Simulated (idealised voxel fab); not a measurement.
You're looking at the process module voxel air gaps.
Cross-section cut spans 270 nm and uses square cells 5 nm in size.
Reading order for cross-sections: top band down to bottom band. Underlying form: a grid of square cells. Band size: one or more rows of cells.
Basically the band line says how high the top is and how high the bottom is, in nm, and then what's in it from left to right, every material with its width in nm. Empty space shows up as "empty", and if a single material carries "everywhere" it runs the full band edge to edge.
Height reference: 0 = level under which incoming wafer is all one material. Lowest band: no bottom, runs on downward, e.g. "0 down".
Width "30..40": first value at the band's top row of cells, second value at its bottom row, equal change from row to row.
Reading "remained the same" for a step: not a cell of the cross-section changed in it.
Basically, "Enclosed void inventory" tells you about the enclosed voids: empty spaces with no open way to the top, 8 cells or bigger, each written width x height at distance, where distance is from the left edge, all in nm.
That trailing text on a step's line, after the settings, is the simulator's own remark on the step.
A step line may carry the setting "overlay nm", which, for steps involving a mask, states the distance by which the mask lay to the right of its intended position; negative values denote displacement to the left.
Steps planned for the process:
1: RECEIVE,material Si
2: CONFORMAL_DEP,material SiO2,thk nm 10
3: CONFORMAL_DEP,material SiN,thk nm 5
4: DIRECTIONAL_DEP,material lowk,thk nm 30
5: PATTERN,tone open,mask id LINES,material resist,width nm 20,pitch nm 45,thk nm 20,overlay nm 0
6: DIRECTIONAL_ETCH,etch materials lowk,depth nm 30
7: STRIP,etch materials resist
8: CONFORMAL_DEP,material TiN,thk nm 5
9: FILL_DEP,material Ru,thk nm 10
10: CMP,height nm 45
11: EPI,material Ru,thk nm 10
12: SELECTIVE_ETCH,etch materials lowk,depth nm 40
13: CONFORMAL_DEP,material SiCN,thk nm 5
So this is the incoming wafer in cross-section - it's already been through step 1:
* 0 down = Si everywhere
* Enclosed void inventory: none
Cross-sectional result after module completion. Note: starting condition and plan are unchanged from above; one processing mistake was made:
* 60 to 55 = SiCN everywhere
* 55 to 45 = Ru everywhere
* 45 to 40 = 85 of TiN  10 of Ru  35 of TiN  10 of Ru  35 of TiN  10 of Ru  85 of TiN
* 40 to 20 = 80 of lowk  5 of TiN  10 of Ru  5 of TiN  25 of lowk  5 of TiN  10 of Ru  5 of TiN  25 of lowk  5 of TiN  10 of Ru  5 of TiN  80 of lowk
* 20 to 15 = 80 of lowk  20 of TiN  25 of lowk  20 of TiN  25 of lowk  20 of TiN  80 of lowk
* 15 to 10 = SiN everywhere
* 10 to 0 = SiO2 everywhere
* 0 down = Si everywhere
* Enclosed void inventory: none
Against the plan, the run slipped here: planned and actual differ for step 4; actual: DIRECTIONAL_DEP,material lowk,thk nm 25
